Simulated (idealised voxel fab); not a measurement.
process module | voxel local oxidation
cross-section cut | 190 nm wide | cells 5 nm
A cross-section is a grid of square cells, given in bands from the top down. A band is one or more rows of cells.
Each band's line starts with the height of the band's top and of its bottom, in nm. Then come its materials from left to right, each with its width in nm. One material with "throughout" fills the band from edge to edge. "air" is empty space.
Height 0 is the level under which the wafer as received is all one material. The lowest band goes on downwards, as in "0 down".
A width such as "30 to 40" changes by the same amount from each row of cells to the next, from the band's top row to its bottom row.
"no change" after a step means that no cell of the cross-section changed.
closed voids: empty space of 8 cells or more with no open way to the top, each as width x height at its distance from the left edge, in nm
after a step's settings: what the simulator itself notes on the step
overlay nm, on a step with a mask: how far to the right of its planned place the mask lay; to the left if negative
plan
1 op RECEIVE | material Si
2 op CONFORMAL_DEP | material SiO2 | thk nm 5
3 op CONFORMAL_DEP | material SiN | thk nm 15
4 op MASKED_ETCH | tone cover | mask id ACTIVE | width nm 105 | etch materials SiN | depth nm 15 | overlay nm 0
5 op SELECTIVE_ETCH | etch materials SiO2 | depth nm 5
6 op OXIDIZE | depth nm 10
7 op STRIP | etch materials SiN
first wafer, as planned
as received, after step 1
  0 down: Si throughout
  closed voids: none
after step 2
  5 to 0: SiO2 throughout
  below 0: unchanged
after step 3
  20 to 5: SiN throughout
  below 5: unchanged
after step 4
  20 to 5: air 40 | SiN 105 | air 45
  below 5: unchanged
after step 5
  20 to 5: air 40 | SiN 105 | air 45
  5 to 0: air 45 | SiO2 95 | air 50
  below 0: unchanged
after step 6
  20 to 5: air 40 | SiN 105 | air 45
  5 to 0: air 45 | SiO2 95 | air 50
  0 to -10: SiO2 55 | Si 75 | SiO2 60
  below -10: unchanged
after step 7
  5 to 0: air 45 | SiO2 95 | air 50
  below 0: unchanged
second wafer: like start, like plan, one mistake. Through step 5 it matches the first wafer
when step 6 should have ended
  5 to 0: air 45 | SiO2 95 | air 50
  below 0: unchanged
when step 7 should have ended
  5 to 0: air 45 | SiO2 95 | air 50
  0 to -10: SiO2 55 | Si 75 | SiO2 60
  below -10: unchanged
what went wrong: steps 6 and 7 were swapped
at the end the two cross-sections are the same: no effect in what this model computes
